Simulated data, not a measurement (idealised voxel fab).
process module | voxel air gaps
Pictured: cross-section cut, 295 nm wide, on a grid of 5 nm square cells.
In what follows, cross-sections appear as grids of square cells, described through bands that run from the top down, where every band is one or more rows of cells. Band entry format. Leading values: height of top, height of bottom, nm. Remainder: materials in left-to-right order, each with its width in nm. Special words: "everywhere" on a single material, which then fills the band edge to edge; "blank", empty space. Zero point of the height axis is 0; under it, received wafer = one material. Lowest band: continues down indefinitely, "0 and below". A two-number width, for instance "30->40", indicates that the width is equal to the first number in the top row of the band and to the second number in the bottom row, and that it changes by a constant amount per row of cells. The designation "changes: none", where it is given for a processing step, indicates that no cell of the cross-section was altered in the course of that step. "Voids lacking openings" specifies each empty space that is not open to the top and that occupies no fewer than 8 cells, using the form width x height at distance, the distance measured from the left edge and all three quantities in nm. What comes after the settings on a step's line is commentary from the simulator itself on that step. A step line may carry the setting "overlay nm", which, for steps involving a mask, states the distance by which the mask lay to the right of its intended position; negative values denote displacement to the left.

**The steps planned for the process are as follows**
1) RECEIVE [material Si]
2) CONFORMAL_DEP [material SiO2] [thk nm 15]
3) CONFORMAL_DEP [material SiCN] [thk nm 5]
4) DIRECTIONAL_DEP [material lowk] [thk nm 40]
5) MASKED_ETCH [tone open] [mask id LINES] [width nm 20] [pitch nm 50] [etch materials lowk] [depth nm 40] [overlay nm 0]
6) CONFORMAL_DEP [material TiN] [thk nm 5]
7) FILL_DEP [material W] [thk nm 5]
8) CMP [height nm 60]
9) EPI [material Ru] [thk nm 10]
10) SELECTIVE_ETCH [etch materials lowk] [depth nm 50]
11) CONFORMAL_DEP [material SiCN] [thk nm 5]
For this document, wafers share an identical start and vary in the step 6 thk nm; the plan quotes the first wafer's value.

**This is how the first of several wafers looked in cross-section when it arrived, which is after step 1**
	0 and below | Si everywhere
	Voids lacking openings: none

**Per-wafer rows below. For each material: cells gained (+) or lost (-) since the wafer was received, as of end of module. Then: closed voids**
thk nm 5; +64 Ru; +230 SiCN; +177 SiO2; +72 TiN; +56 W; Voids lacking openings: 20 x 30 at 85; 20 x 30 at 135; 20 x 30 at 185
thk nm 10; +64 Ru; +230 SiCN; +177 SiO2; +128 TiN; Voids lacking openings: 20 x 30 at 85; 20 x 30 at 135; 20 x 30 at 185
thk nm 15; +64 Ru; +230 SiCN; +177 SiO2; +128 TiN; Voids lacking openings: 20 x 30 at 85; 20 x 30 at 135; 20 x 30 at 185
thk nm 20; +64 Ru; +230 SiCN; +177 SiO2; +128 TiN; Voids lacking openings: 20 x 30 at 85; 20 x 30 at 135; 20 x 30 at 185
